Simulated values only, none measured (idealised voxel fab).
The document below concerns the process module designated voxel released beams.
The width of the displayed cross-section, cut, is 210 nm; its cells are square, with a size of 5 nm.
This document writes a cross-section as a grid whose cells are square, and gives it as bands, listed from the top down; one or more rows of cells form a band. In this notation a band is specified by the heights of its top and bottom, in that order and in nm, after which its materials appear from left to right, each paired with its width in nm. The word "throughout" attached to a single material means that material fills the band from edge to edge; the word "empty" stands for empty space. It should be noted that heights are counted from 0, beneath which the wafer as supplied is of one material throughout, and that the lowest band possesses no lower boundary but continues downward, as written in "z 0 and below". The two numbers in a width such as "30->40" mark its ends across the band: the first belongs to the top row of cells, the second to the bottom row, and from each row to the next the width moves by the same amount. Any step labelled "remained unchanged" changed none of the cells in the cross-section. "Sealed void list" specifies each empty space that is not open to the top and that occupies no fewer than 8 cells, using the form width x height at distance, the distance measured from the left edge and all three quantities in nm. The remark found on a step's line after its settings is issued by the simulator itself and pertains to that step. overlay nm: mask offset rightward from planned place, masked step; negative means leftward offset.

Process steps - plan
1. RECEIVE [material Si]
2. CONFORMAL_DEP [material Al2O3] [thk nm 10]
3. DIRECTIONAL_DEP [material SiO2] [thk nm 15]
4. MASKED_ETCH [tone open] [mask id ANCHOR] [width nm 40] [etch materials SiO2] [depth nm 15] [overlay nm 0]
5. CONFORMAL_DEP [material SiN] [thk nm 15]
6. MASKED_ETCH [tone cover] [mask id BEAM] [width nm 125] [etch materials SiN] [depth nm 15] [overlay nm 0]
7. STRIP [etch materials SiO2]

Received-state cross-section, reflecting completion of step 1
- z 0 and below: Si throughout
- Sealed void list: none

What the wafer looks like in cross-section after this module, when it starts as shown above and follows the plan above but one mistake is made in running it
- z 25 to 10: 40 nm empty | 125 nm SiN | 45 nm empty
- z 10 to 0: Al2O3 throughout
- z 0 and below: Si throughout
- Sealed void list: none
Short version of what went wrong: yeah, step 3 of the plan got skipped, never ran
